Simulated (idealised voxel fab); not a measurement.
Herein follows the process module entitled voxel double patterning.
FYI the section here is cut, 255 nm wide, cells are 5 nm squares.
How to read a cross-section here: the picture is a grid of square cells, written as bands going from the top down, and any band can span one or more rows of cells. Look at the band entry: it leads with the top's height and the bottom's height in nm. Then it lists the materials left to right, with a width in nm for each. The word "all across" on a single material says that material fills the band edge to edge. The word "empty" is empty space. The reference from which all heights are counted is 0, the level beneath which the as-received wafer is entirely one material; the lowest band, having no lower bound, proceeds downward and is written after the example "top 0, no bottom". Width spec "30->40" -> top row of cells at first value, bottom row at second value, equal per-row change in between. Where a step carries "no change occurred", the cross-section came out of it unchanged, cell for cell. "Trapped voids" means: voids of 8 cells or more that are shut off from the top with no open way through. Written width x height at distance, distance from the left edge, in nm. On a step's line, text after the settings is the simulator commenting on that step. A step line may carry the setting "overlay nm", which, for steps involving a mask, states the distance by which the mask lay to the right of its intended position; negative values denote displacement to the left.

Planned step list for the process:
- 1: RECEIVE | material Si
- 2: CONFORMAL_DEP | material SiO2 | thk nm 10
- 3: DIRECTIONAL_DEP | material polySi | thk nm 15
- 4: DIRECTIONAL_DEP | material SiCN | thk nm 5
- 5: DIRECTIONAL_DEP | material aC | thk nm 15
- 6: PATTERN | tone open | mask id FIRST | material resist | width nm 15 | pitch nm 50 | thk nm 30 | overlay nm 0
- 7: DIRECTIONAL_ETCH | etch materials aC | depth nm 15
- 8: STRIP | etch materials resist
- 9: DIRECTIONAL_ETCH | etch materials SiCN | depth nm 5
- 10: STRIP | etch materials aC
- 11: MASKED_ETCH | tone open | mask id SECOND | width nm 15 | pitch nm 50 | etch materials SiCN | depth nm 5 | overlay nm 0
- 12: DIRECTIONAL_ETCH | etch materials polySi | depth nm 15
- 13: STRIP | etch materials SiCN

Cross-section of the wafer as it came to us, i.e., already through step 1:
top 0, no bottom  Si all across
Trapped voids: none

End-of-module cross-section of the first of two wafers, processed as planned:
top 25, bottom 10  70 polySi, then 15 empty, then 10 polySi, then 15 empty, then 10 polySi, then 15 empty, then 10 polySi, then 15 empty, then 10 polySi, then 15 empty, then 70 polySi
top 10, bottom 0  SiO2 all across
top 0, no bottom  Si all across
Trapped voids: none

Same start, same plan as the first wafer - but one mistake in the run. Cross-section of the second of the two at the end of the module:
top 15, bottom 10  70 polySi, then 15 empty, then 10 polySi, then 15 empty, then 10 polySi, then 15 empty, then 10 polySi, then 15 empty, then 10 polySi, then 15 empty, then 70 polySi
top 10, bottom 0  SiO2 all across
top 0, no bottom  Si all across
Trapped voids: none
Processing error: step 3 off recipe, ran as DIRECTIONAL_DEP | material polySi | thk nm 5
At the finish, the second wafer shows more or fewer cells for some materials than the first does: -72 polySi
